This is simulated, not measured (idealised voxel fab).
This section sets out a process module, namely voxel lift off.
For reference, the cross-section in this document is cut, with width 235 nm and square cells of 5 nm.
Cross-section = grid of square cells, listed top down in bands; band = one or more rows. Within each band entry, the heights of the top and of the bottom of the band appear first, in that order and in nm; the materials of the band then follow from left to right, each with its corresponding width in nm. The designation "edge to edge" on a single material indicates that it fills the band from edge to edge; the designation "air" indicates empty space. Convention: height 0 is the level below which the wafer, as received, is all one material. The lowest band does not terminate at the bottom but continues downward, represented as "0 down". With a width like "30..40", each row of cells in the band differs from the next by the same amount, the top row carrying the first number and the bottom row the second. No cell of the cross-section changed in a step that is given as "nothing changed". "Cavities, closed" contains a list of empty spaces, each no smaller than 8 cells and without an open way to the top, written in the form width x height at distance with the distance from the left edge and all three in nm. Read whatever lies past the settings on a step's line as the simulator's own remark about the step. The "overlay nm" setting may appear on a step's line; for a step that uses a mask, it gives how far to the right of its planned position the mask lay, and a negative value indicates the left.
## Steps in the process plan
| 1 | RECEIVE,material Si |
| 2 | CONFORMAL_DEP,material SiN,thk nm 10 |
| 3 | PATTERN,tone open,mask id LINES,material resist,width nm 25,pitch nm 40,thk nm 30,overlay nm 0 |
| 4 | DIRECTIONAL_DEP,material Ru,thk nm 15 |
| 5 | STRIP,etch materials resist |
| 6 | CONFORMAL_DEP,material SiCN,thk nm 10 |
## Cross-section, incoming material, after step 1
	0 down | Si edge to edge
	Cavities, closed: none
## First wafer of two, sectioned at end of module; run went per plan
	35 to 25 | air 75 / SiCN 85 / air 75
	25 to 20 | air 75 / SiCN 10 / Ru 25 / SiCN 15 / Ru 25 / SiCN 10 / air 75
	20 to 10 | SiCN 85 / Ru 25 / SiCN 15 / Ru 25 / SiCN 85
	10 to 0 | SiN edge to edge
	0 down | Si edge to edge
	Cavities, closed: none
## Presented here is a cross-section of the second of the two wafers as it stood at the end of the module. It was started in the same manner and assigned the same plan as the first wafer; however, one mistake was made in its execution
	35 to 25 | air 80 / SiCN 85 / air 70
	25 to 20 | air 80 / SiCN 10 / Ru 25 / SiCN 15 / Ru 25 / SiCN 10 / air 70
	20 to 10 | SiCN 90 / Ru 25 / SiCN 15 / Ru 25 / SiCN 80
	10 to 0 | SiN edge to edge
	0 down | Si edge to edge
	Cavities, closed: none
Which mistake was made when the wafer was run? planned and actual differ for step 3; actual: PATTERN,tone open,mask id LINES,material resist,width nm 25,pitch nm 40,thk nm 30,overlay nm 5
Comparing end states, the material composition by cell count is preserved from the first wafer to the second, while the locations of the cells are not.
